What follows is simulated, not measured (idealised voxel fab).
process module | voxel gate over fins
cross-section cut | 300 nm wide | cells 5 nm
A cross-section is a grid of square cells, given in bands from the top down. A band is one or more rows of cells.
Each band's line starts with the height of the band's top and of its bottom, in nm. Then come its materials from left to right, each with its width in nm. One material with "throughout" fills the band from edge to edge. "air" is empty space.
Height 0 is the level under which the wafer as received is all one material. The lowest band goes on downwards, as in "0 down".
A width such as "30 to 40" changes by the same amount from each row of cells to the next, from the band's top row to its bottom row.
"no change" after a step means that no cell of the cross-section changed.
closed voids: empty space of 8 cells or more with no open way to the top, each as width x height at its distance from the left edge, in nm
after a step's settings: what the simulator itself notes on the step
overlay nm, on a step with a mask: how far to the right of its planned place the mask lay; to the left if negative
plan
1 op RECEIVE | material Si
2 op CONFORMAL_DEP | material SiN | thk nm 5
3 op MASKED_ETCH | tone cover | mask id FINS | width nm 15 | pitch nm 55 | etch materials SiN | depth nm 5 | overlay nm 0
4 op MASKED_ETCH | tone cover | mask id FINS | width nm 15 | pitch nm 55 | etch materials Si | depth nm 40 | overlay nm 0
5 op OXIDIZE | depth nm 5
6 op FILL_DEP | material SiO2 | thk nm 10
7 op CMP | height nm 5
8 op DIRECTIONAL_DEP | material aC | thk nm 10
9 op PATTERN | tone open | mask id RAIL | material resist | width nm 15 | thk nm 25 | overlay nm 0
10 op DIRECTIONAL_ETCH | etch materials aC | depth nm 10
11 op STRIP | etch materials resist
12 op DIRECTIONAL_ETCH | etch materials SiO2 | depth nm 40
13 op STRIP | etch materials aC
14 op CONFORMAL_DEP | material TiN | thk nm 5
15 op FILL_DEP | material W | thk nm 10
16 op CMP | height nm 5
17 op SELECTIVE_ETCH | etch materials W Ru TiN | depth nm 25
18 op FILL_DEP | material SiO2 | thk nm 5
19 op CMP | height nm 5
20 op SELECTIVE_ETCH | etch materials SiO2 | depth nm 15
21 op STRIP | etch materials SiN
22 op CONFORMAL_DEP | material HfO2 | thk nm 5
23 op CONFORMAL_DEP | material TiN | thk nm 5
24 op CONFORMAL_DEP | material TiAl | thk nm 5
25 op CONFORMAL_DEP | material TiN | thk nm 5
26 op FILL_DEP | material W | thk nm 15
27 op CMP | height nm 30
28 op CONFORMAL_DEP | material SiN | thk nm 5
as received, after step 1
  0 down: Si throughout
  closed voids: none
first wafer at the end, as planned
  35 to 30: SiN throughout
  30 to 20: W throughout
  20 to 15: W 45 | TiN 45 | W 10 | TiN 45 | W 10 | TiN 45 | W 10 | TiN 45 | W 45
  15 to 10: W 45 | TiN 5 | TiAl 35 | TiN 5 | W 10 | TiN 5 | TiAl 35 | TiN 5 | W 10 | TiN 5 | TiAl 35 | TiN 5 | W 10 | TiN 5 | TiAl 35 | TiN 5 | W 45
  10 to 5: TiN 50 | TiAl 5 | TiN 25 | TiAl 5 | TiN 20 | TiAl 5 | TiN 25 | TiAl 5 | TiN 20 | TiAl 5 | TiN 25 | TiAl 5 | TiN 20 | TiAl 5 | TiN 25 | TiAl 5 | TiN 50
  5 to 0: TiAl 55 | TiN 5 | HfO2 15 | TiN 5 | TiAl 30 | TiN 5 | HfO2 15 | TiN 5 | TiAl 30 | TiN 5 | HfO2 15 | TiN 5 | TiAl 30 | TiN 5 | HfO2 15 | TiN 5 | TiAl 55
  0 to -5: TiN 60 | HfO2 5 | Si 5 | HfO2 5 | TiN 40 | HfO2 5 | Si 5 | HfO2 5 | TiN 40 | HfO2 5 | Si 5 | HfO2 5 | TiN 40 | HfO2 5 | Si 5 | HfO2 5 | TiN 60
  -5 to -10: HfO2 65 | Si 5 | HfO2 50 | Si 5 | HfO2 50 | Si 5 | HfO2 50 | Si 5 | HfO2 65
  -10 to -20: SiO2 65 | Si 5 | SiO2 50 | Si 5 | SiO2 50 | Si 5 | SiO2 50 | Si 5 | SiO2 65
  -20 to -30: SiO2 65 | Si 5 | SiO2 15 | TiN 5 | W 5 | TiN 5 | SiO2 20 | Si 5 | SiO2 50 | Si 5 | SiO2 50 | Si 5 | SiO2 65
  -30 to -35: SiO2 65 | Si 5 | SiO2 15 | TiN 15 | SiO2 20 | Si 5 | SiO2 50 | Si 5 | SiO2 50 | Si 5 | SiO2 65
  -35 to -45: SiO2 65 | Si 5 | SiO2 50 | Si 5 | SiO2 50 | Si 5 | SiO2 50 | Si 5 | SiO2 65
  -45 down: Si throughout
  closed voids: none
second wafer at the end: like start, like plan, one mistake
  35 to 30: SiN throughout
  30 to 20: W throughout
  20 to 15: W 45 | TiN 45 | W 10 | TiN 45 | W 10 | TiN 45 | W 10 | TiN 45 | W 45
  15 to 10: W 45 | TiN 5 | TiAl 35 | TiN 5 | W 10 | TiN 5 | TiAl 35 | TiN 5 | W 10 | TiN 5 | TiAl 35 | TiN 5 | W 10 | TiN 5 | TiAl 35 | TiN 5 | W 45
  10 to 5: W 45 | TiN 5 | TiAl 5 | TiN 25 | TiAl 5 | TiN 5 | W 10 | TiN 5 | TiAl 5 | TiN 25 | TiAl 5 | TiN 5 | W 10 | TiN 5 | TiAl 5 | TiN 25 | TiAl 5 | TiN 5 | W 10 | TiN 5 | TiAl 5 | TiN 25 | TiAl 5 | TiN 5 | W 45
  5 to 0: W 45 | TiN 5 | TiAl 5 | TiN 5 | HfO2 15 | TiN 5 | TiAl 5 | TiN 5 | W 10 | TiN 5 | TiAl 5 | TiN 5 | HfO2 15 | TiN 5 | TiAl 5 | TiN 5 | W 10 | TiN 5 | TiAl 5 | TiN 5 | HfO2 15 | TiN 5 | TiAl 5 | TiN 5 | W 10 | TiN 5 | TiAl 5 | TiN 5 | HfO2 15 | TiN 5 | TiAl 5 | TiN 5 | W 45
  0 to -5: W 45 | TiN 5 | TiAl 5 | TiN 5 | HfO2 5 | Si 5 | HfO2 5 | TiN 5 | TiAl 5 | TiN 20 | TiAl 5 | TiN 5 | HfO2 5 | Si 5 | HfO2 5 | TiN 5 | TiAl 5 | TiN 5 | W 10 | TiN 5 | TiAl 5 | TiN 5 | HfO2 5 | Si 5 | HfO2 5 | TiN 5 | TiAl 5 | TiN 5 | W 10 | TiN 5 | TiAl 5 | TiN 5 | HfO2 5 | Si 5 | HfO2 5 | TiN 5 | TiAl 5 | TiN 5 | W 45
  -5 to -10: TiN 50 | TiAl 5 | TiN 5 | HfO2 5 | Si 5 | HfO2 5 | TiN 5 | TiAl 30 | TiN 5 | HfO2 5 | Si 5 | HfO2 5 | TiN 5 | TiAl 5 | TiN 20 | TiAl 5 | TiN 5 | HfO2 5 | Si 5 | HfO2 5 | TiN 5 | TiAl 5 | TiN 20 | TiAl 5 | TiN 5 | HfO2 5 | Si 5 | HfO2 5 | TiN 5 | TiAl 5 | TiN 50
  -10 to -15: TiAl 55 | TiN 5 | HfO2 5 | Si 5 | HfO2 5 | TiN 40 | HfO2 5 | Si 5 | HfO2 5 | TiN 5 | TiAl 30 | TiN 5 | HfO2 5 | Si 5 | HfO2 5 | TiN 5 | TiAl 30 | TiN 5 | HfO2 5 | Si 5 | HfO2 5 | TiN 5 | TiAl 55
  -15 to -20: TiN 60 | HfO2 5 | Si 5 | HfO2 5 | TiN 5 | HfO2 25 | TiN 10 | HfO2 5 | Si 5 | HfO2 5 | TiN 40 | HfO2 5 | Si 5 | HfO2 5 | TiN 40 | HfO2 5 | Si 5 | HfO2 5 | TiN 60
  -20 to -25: HfO2 65 | Si 5 | HfO2 15 | TiN 5 | W 5 | TiN 5 | HfO2 20 | Si 5 | HfO2 50 | Si 5 | HfO2 50 | Si 5 | HfO2 65
  -25 to -30: SiO2 65 | Si 5 | SiO2 15 | TiN 5 | W 5 | TiN 5 | SiO2 20 | Si 5 | SiO2 50 | Si 5 | SiO2 50 | Si 5 | SiO2 65
  -30 to -35: SiO2 65 | Si 5 | SiO2 15 | TiN 15 | SiO2 20 | Si 5 | SiO2 50 | Si 5 | SiO2 50 | Si 5 | SiO2 65
  -35 to -45: SiO2 65 | Si 5 | SiO2 50 | Si 5 | SiO2 50 | Si 5 | SiO2 50 | Si 5 | SiO2 65
  -45 down: Si throughout
  closed voids: none
what went wrong: step 20 was run twice
at the end the second wafer has, in cells: 26 more of HfO2 | 165 fewer of SiO2 | 22 more of TiAl | 47 more of TiN | 70 more of W
